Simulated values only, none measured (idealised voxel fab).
Process module name: voxel wiring stack
Square cell edge 5 nm, section width 280 nm, ID cut.
Cross-section = grid of square cells, listed top down in bands; band = one or more rows. Top, bottom (nm), then materials left to right with widths (nm); lone material tagged "edge to edge" fills the whole band edge to edge; "blank" = empty space. Basically, 0 is our baseline, since under it the wafer straight out of the box is all one material. The bottom band has no lower end and keeps on going down, so it looks like "0 nm and below". The notation "30 to 40" denotes a width that varies across the rows of cells in the band, beginning at the first number in the top row, finishing at the second number in the bottom row, and changing by an identical amount from each row to the next. No cell of the cross-section changed in a step that is given as "no alterations made". You'll see "Catalogued sealed voids" listing empty spaces that have no way open to the top, as long as they're 8 cells or more; the notation is width x height at distance, where the distance is from the left edge, and all of it is in nm. It should be noted that, on the line of a given step, the content following the step's settings is a remark produced by the simulator itself with respect to that step. The setting "overlay nm" may be written on the line of a step. When the step uses a mask, the value reports how far to the right of the planned place the mask lay, and a negative value reports that it lay to the left.
### Here's what the planned process steps look like
| 1 | op RECEIVE | material Si |
| 2 | op CONFORMAL_DEP | material SiO2 | thk nm 10 |
| 3 | op CONFORMAL_DEP | material SiN | thk nm 5 |
| 4 | op DIRECTIONAL_DEP | material SiO2 | thk nm 20 |
| 5 | op MASKED_ETCH | tone open | mask id METAL_1 | width nm 20 | pitch nm 40 | etch materials SiO2 | depth nm 20 | overlay nm 0 |
| 6 | op MASKED_ETCH | tone open | mask id METAL_1 | width nm 20 | pitch nm 40 | etch materials SiN | depth nm 5 | overlay nm 0 |
| 7 | op CONFORMAL_DEP | material TiN | thk nm 5 |
| 8 | op FILL_DEP | material Ru | thk nm 10 |
| 9 | op CMP | height nm 35 |
| 10 | op CONFORMAL_DEP | material SiCN | thk nm 5 |
| 11 | op DIRECTIONAL_DEP | material SiO2 | thk nm 15 |
| 12 | op MASKED_ETCH | tone open | mask id PLUG_1 | width nm 15 | pitch nm 80 | etch materials SiO2 | depth nm 15 | overlay nm 0 |
| 13 | op MASKED_ETCH | tone open | mask id PLUG_1 | width nm 15 | pitch nm 80 | etch materials SiCN | depth nm 5 | overlay nm 0 |
| 14 | op CONFORMAL_DEP | material TiN | thk nm 5 |
| 15 | op FILL_DEP | material W | thk nm 5 |
| 16 | op CMP | height nm 55 |
| 17 | op CONFORMAL_DEP | material SiN | thk nm 5 |
| 18 | op DIRECTIONAL_DEP | material lowk | thk nm 20 |
| 19 | op MASKED_ETCH | tone open | mask id METAL_2 | width nm 20 | pitch nm 40 | etch materials lowk | depth nm 20 | overlay nm 0 |
| 20 | op MASKED_ETCH | tone open | mask id METAL_2 | width nm 20 | pitch nm 40 | etch materials SiN | depth nm 5 | overlay nm 0 |
| 21 | op CONFORMAL_DEP | material TiN | thk nm 5 |
| 22 | op FILL_DEP | material Cu | thk nm 5 |
| 23 | op CMP | height nm 80 |
| 24 | op CONFORMAL_DEP | material SiCN | thk nm 5 |
| 25 | op DIRECTIONAL_DEP | material lowk | thk nm 35 |
| 26 | op MASKED_ETCH | tone open | mask id METAL_3 | width nm 20 | pitch nm 40 | etch materials lowk | depth nm 20 | overlay nm 0 |
| 27 | op DIRECTIONAL_DEP | material aC | thk nm 10 |
| 28 | op PATTERN | tone open | mask id METAL_3_HOLES | material resist | width nm 15 | pitch nm 80 | thk nm 25 | overlay nm 0 |
| 29 | op DIRECTIONAL_ETCH | etch materials aC | depth nm 10 |
| 30 | op STRIP | etch materials resist |
| 31 | op DIRECTIONAL_ETCH | etch materials lowk | depth nm 15 |
| 32 | op DIRECTIONAL_ETCH | etch materials SiCN | depth nm 5 |
| 33 | op STRIP | etch materials aC |
| 34 | op CONFORMAL_DEP | material TiN | thk nm 5 |
| 35 | op FILL_DEP | material Cu | thk nm 10 |
| 36 | op CMP | height nm 120 |
| 37 | op CONFORMAL_DEP | material SiN | thk nm 5 |
### Incoming wafer, cross-sectional view, post step 1
    0 nm and below | Si edge to edge
    Catalogued sealed voids: none
### Look at the cross-section after the module: the wafer started out the way shown above and the plan was the one shown above, yet one mistake was made along the way
    125 nm to 120 nm | SiN edge to edge
    120 nm to 105 nm | lowk: 90 | TiN: 5 | Cu: 10 | TiN: 5 | lowk: 20 | TiN: 5 | Cu: 10 | TiN: 5 | lowk: 20 | TiN: 5 | Cu: 10 | TiN: 5 | lowk: 90
    105 nm to 100 nm | lowk: 90 | TiN: 5 | Cu: 5 | TiN: 10 | lowk: 20 | TiN: 20 | lowk: 20 | TiN: 5 | Cu: 5 | TiN: 10 | lowk: 90
    100 nm to 85 nm | lowk: 90 | TiN: 5 | Cu: 5 | TiN: 5 | lowk: 65 | TiN: 5 | Cu: 5 | TiN: 5 | lowk: 95
    85 nm to 80 nm | SiCN: 90 | TiN: 15 | SiCN: 65 | TiN: 15 | SiCN: 95
    80 nm to 60 nm | lowk: 90 | TiN: 5 | Cu: 10 | TiN: 5 | lowk: 20 | TiN: 5 | Cu: 10 | TiN: 5 | lowk: 20 | TiN: 5 | Cu: 10 | TiN: 5 | lowk: 90
    60 nm to 55 nm | SiN: 90 | TiN: 20 | SiN: 20 | TiN: 20 | SiN: 20 | TiN: 20 | SiN: 90
    55 nm to 45 nm | SiO2: 90 | TiN: 5 | W: 10 | TiN: 5 | SiO2: 60 | TiN: 5 | W: 10 | TiN: 5 | SiO2: 90
    45 nm to 40 nm | SiO2: 90 | TiN: 5 | W: 5 | TiN: 10 | SiO2: 60 | TiN: 5 | W: 5 | TiN: 10 | SiO2: 90
    40 nm to 35 nm | SiCN: 90 | TiN: 15 | SiCN: 65 | TiN: 15 | SiCN: 95
    35 nm to 15 nm | SiO2: 90 | TiN: 5 | Ru: 10 | TiN: 5 | SiO2: 20 | TiN: 5 | Ru: 10 | TiN: 5 | SiO2: 20 | TiN: 5 | Ru: 10 | TiN: 5 | SiO2: 90
    15 nm to 10 nm | SiN: 90 | TiN: 20 | SiN: 20 | TiN: 20 | SiN: 20 | TiN: 20 | SiN: 90
    10 nm to 0 nm | SiO2 edge to edge
    0 nm and below | Si edge to edge
    Catalogued sealed voids: none
Want to know what went wrong? it should be noted that step 12 was executed with settings other than those planned, the operation and settings actually applied being op MASKED_ETCH | tone open | mask id PLUG_1 | width nm 20 | pitch nm 80 | etch materials SiO2 | depth nm 15 | overlay nm 0
